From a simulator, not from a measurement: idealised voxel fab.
Process module name: voxel capacitor over wiring
Cross-section cut: width 300 nm, square cells of 5 nm.
Cross-sections here: square-cell grids, written as top-down lists of bands, a band being one or more rows of cells.
What a band's entry tells you: where the top is and where the bottom is, as heights in nm, and after that what lies inside, material by material from left to right, each with its width in nm. Empty space is written as the word "blank", and a single material marked with the word "all across" occupies the band from edge to edge.
Measure heights from 0. That's the level where, below it, the as-received wafer is all one material. The lowest band is bottomless and extends downward; write it as in "0 -> down".
Width "30 to 40": first value at the band's top row of cells, second value at its bottom row, equal change from row to row.
"nothing different" for a step: no cell of the cross-section changed in that step.
Enclosed voids (no open way to top), threshold 8 cells or more, entry "Closed cavities", notation width x height at distance, distance from left edge, nm.
Step line, after settings: the simulator's comment on this step.
"overlay nm" denotes, for a step that has a mask, the displacement of the mask to the right of its planned place, with negative values corresponding to the left.

The process steps that were planned are listed below:
1 RECEIVE | material Si
2 CONFORMAL_DEP | material SiO2 | thk nm 15
3 DIRECTIONAL_DEP | material TiN | thk nm 5
4 DIRECTIONAL_DEP | material W | thk nm 20
5 MASKED_ETCH | tone cover | mask id METAL_1 | width nm 20 | pitch nm 85 | etch materials W | depth nm 20 | overlay nm 0
6 MASKED_ETCH | tone cover | mask id METAL_1 | width nm 20 | pitch nm 85 | etch materials TiN | depth nm 5 | overlay nm 0
7 CONFORMAL_DEP | material SiCN | thk nm 5
8 FILL_DEP | material lowk | thk nm 5
9 CMP | height nm 40
10 CONFORMAL_DEP | material SiCN | thk nm 5
11 DIRECTIONAL_DEP | material SiO2 | thk nm 20
12 PATTERN | tone open | mask id PLUG_1 | material resist | width nm 15 | thk nm 20 | overlay nm 0
13 DIRECTIONAL_ETCH | etch materials SiO2 | depth nm 20
14 DIRECTIONAL_ETCH | etch materials SiCN | depth nm 5
15 STRIP | etch materials resist
16 CONFORMAL_DEP | material TiN | thk nm 5
17 FILL_DEP | material Cu | thk nm 10
18 CMP | height nm 65
19 DIRECTIONAL_DEP | material TiN | thk nm 10
20 DIRECTIONAL_DEP | material HfO2 | thk nm 5
21 DIRECTIONAL_DEP | material TiN | thk nm 10
22 DIRECTIONAL_DEP | material aC | thk nm 15
23 PATTERN | tone cover | mask id UPPER_PLATE | material resist | width nm 70 | thk nm 30 | overlay nm 0
24 DIRECTIONAL_ETCH | etch materials aC | depth nm 15
25 STRIP | etch materials resist
26 DIRECTIONAL_ETCH | etch materials TiN | depth nm 10
27 DIRECTIONAL_ETCH | etch materials HfO2 | depth nm 5
28 STRIP | etch materials aC
29 MASKED_ETCH | tone cover | mask id LOWER_PLATE | width nm 80 | etch materials TiN | depth nm 10 | overlay nm 0
30 FILL_DEP | material SiO2 | thk nm 15
31 CMP | height nm 100
32 PATTERN | tone open | mask id PLUG_2 | material resist | width nm 15 | thk nm 20 | overlay nm 0
33 DIRECTIONAL_ETCH | etch materials SiO2 | depth nm 10
34 STRIP | etch materials resist
35 CONFORMAL_DEP | material TiN | thk nm 5
36 FILL_DEP | material W | thk nm 5
37 CMP | height nm 100
38 CONFORMAL_DEP | material SiCN | thk nm 5

First of two wafers - as planned:

Cross-section of the wafer upon arrival, representing the state reached after step 1:
* 0 -> down | Si all across
* Closed cavities: none

After step 2:
* 15 -> 0 | SiO2 all across
* No changes below 0.

After step 3:
* 20 -> 15 | TiN all across
* No changes below 15.

After step 4:
* 40 -> 20 | W all across
* No changes below 20.

After step 5:
* 40 -> 20 | blank (95) | W (20) | blank (65) | W (20) | blank (100)
* No changes below 20.

After step 6:
* 40 -> 20 | blank (95) | W (20) | blank (65) | W (20) | blank (100)
* 20 -> 15 | blank (95) | TiN (20) | blank (65) | TiN (20) | blank (100)
* No changes below 15.

After step 7:
* 45 -> 40 | blank (90) | SiCN (30) | blank (55) | SiCN (30) | blank (95)
* 40 -> 20 | blank (90) | SiCN (5) | W (20) | SiCN (5) | blank (55) | SiCN (5) | W (20) | SiCN (5) | blank (95)
* 20 -> 15 | SiCN (95) | TiN (20) | SiCN (65) | TiN (20) | SiCN (100)
* No changes below 15.

After step 8:
* 50 -> 45 | lowk all across
* 45 -> 40 | lowk (90) | SiCN (30) | lowk (55) | SiCN (30) | lowk (95)
* 40 -> 20 | lowk (90) | SiCN (5) | W (20) | SiCN (5) | lowk (55) | SiCN (5) | W (20) | SiCN (5) | lowk (95)
* No changes below 20.

After step 9:
* 40 -> 20 | lowk (90) | SiCN (5) | W (20) | SiCN (5) | lowk (55) | SiCN (5) | W (20) | SiCN (5) | lowk (95)
* No changes below 20.

After step 10:
* 45 -> 40 | SiCN all across
* No changes below 40.

After step 11:
* 65 -> 45 | SiO2 all across
* No changes below 45.

After step 12:
* 85 -> 65 | resist (100) | blank (15) | resist (185)
* No changes below 65.

After step 13:
* 85 -> 65 | resist (100) | blank (15) | resist (185)
* 65 -> 45 | SiO2 (100) | blank (15) | SiO2 (185)
* No changes below 45.

After step 14:
* 85 -> 65 | resist (100) | blank (15) | resist (185)
* 65 -> 45 | SiO2 (100) | blank (15) | SiO2 (185)
* 45 -> 40 | SiCN (100) | blank (15) | SiCN (185)
* No changes below 40.

After step 15:
* 65 -> 45 | SiO2 (100) | blank (15) | SiO2 (185)
* No changes below 45.

After step 16:
* 70 -> 65 | TiN (105) | blank (5) | TiN (190)
* 65 -> 45 | SiO2 (100) | TiN (5) | blank (5) | TiN (5) | SiO2 (185)
* 45 -> 40 | SiCN (100) | TiN (15) | SiCN (185)
* No changes below 40.

After step 17:
* 80 -> 70 | Cu all across
* 70 -> 65 | TiN (105) | Cu (5) | TiN (190)
* 65 -> 45 | SiO2 (100) | TiN (5) | Cu (5) | TiN (5) | SiO2 (185)
* No changes below 45.

After step 18:
* 65 -> 45 | SiO2 (100) | TiN (5) | Cu (5) | TiN (5) | SiO2 (185)
* No changes below 45.

After step 19:
* 75 -> 65 | TiN all across
* No changes below 65.

After step 20:
* 80 -> 75 | HfO2 all across
* No changes below 75.

After step 21:
* 90 -> 80 | TiN all across
* No changes below 80.

After step 22:
* 105 -> 90 | aC all across
* No changes below 90.

After step 23:
* 135 -> 105 | blank (100) | resist (70) | blank (130)
* No changes below 105.

After step 24:
* 120 -> 105 | blank (100) | resist (70) | blank (130)
* 105 -> 90 | blank (100) | aC (70) | blank (130)
* No changes below 90.

After step 25:
* 105 -> 90 | blank (100) | aC (70) | blank (130)
* No changes below 90.

After step 26:
* 105 -> 90 | blank (100) | aC (70) | blank (130)
* 90 -> 80 | blank (100) | TiN (70) | blank (130)
* No changes below 80.

After step 27:
* 105 -> 90 | blank (100) | aC (70) | blank (130)
* 90 -> 80 | blank (100) | TiN (70) | blank (130)
* 80 -> 75 | blank (100) | HfO2 (70) | blank (130)
* No changes below 75.

After step 28:
* 90 -> 80 | blank (100) | TiN (70) | blank (130)
* No changes below 80.

After step 29:
* 90 -> 80 | blank (100) | TiN (70) | blank (130)
* 80 -> 75 | blank (100) | HfO2 (70) | blank (130)
* 75 -> 65 | blank (95) | TiN (80) | blank (125)
* No changes below 65.

After step 30:
* 105 -> 90 | SiO2 all across
* 90 -> 80 | SiO2 (100) | TiN (70) | SiO2 (130)
* 80 -> 75 | SiO2 (100) | HfO2 (70) | SiO2 (130)
* 75 -> 65 | SiO2 (95) | TiN (80) | SiO2 (125)
* No changes below 65.

After step 31:
* 100 -> 90 | SiO2 all across
* No changes below 90.

After step 32:
* 120 -> 100 | resist (110) | blank (15) | resist (175)
* No changes below 100.

After step 33:
* 120 -> 100 | resist (110) | blank (15) | resist (175)
* 100 -> 90 | SiO2 (110) | blank (15) | SiO2 (175)
* No changes below 90.

After step 34:
* 100 -> 90 | SiO2 (110) | blank (15) | SiO2 (175)
* No changes below 90.

After step 35:
* 105 -> 100 | TiN (115) | blank (5) | TiN (180)
* 100 -> 95 | SiO2 (110) | TiN (5) | blank (5) | TiN (5) | SiO2 (175)
* 95 -> 90 | SiO2 (110) | TiN (15) | SiO2 (175)
* No changes below 90.

After step 36:
* 110 -> 105 | W all across
* 105 -> 100 | TiN (115) | W (5) | TiN (180)
* 100 -> 95 | SiO2 (110) | TiN (5) | W (5) | TiN (5) | SiO2 (175)
* No changes below 95.

After step 37:
* 100 -> 95 | SiO2 (110) | TiN (5) | W (5) | TiN (5) | SiO2 (175)
* No changes below 95.

After step 38:
* 105 -> 100 | SiCN all across
* No changes below 100.

Okay, second wafer. Nothing different at the start, nothing different in the plan, just one mistake somewhere in the running. As far as step 35, counting that step, it's the first wafer all over again:

At the planned end of step 36, the second wafer in cross-section:
* 110 -> 105 | SiCN all across
* 105 -> 100 | TiN (115) | SiCN (5) | TiN (180)
* 100 -> 95 | SiO2 (110) | TiN (5) | SiCN (5) | TiN (5) | SiO2 (175)
* No changes below 95.

At the planned end of step 37, the second wafer in cross-section:
* 100 -> 95 | SiO2 (110) | TiN (5) | SiCN (5) | TiN (5) | SiO2 (175)
* No changes below 95.

At the planned end of step 38, the second wafer in cross-section:
* 105 -> 100 | SiCN all across
* No changes below 100.
Against the plan, the run slipped here: step 36 off recipe, ran as FILL_DEP | material SiCN | thk nm 5
It is noted that, at the conclusion of processing, the second wafer exhibits a higher or lower cell count for certain materials relative to the first: +1 SiCN, -1 W
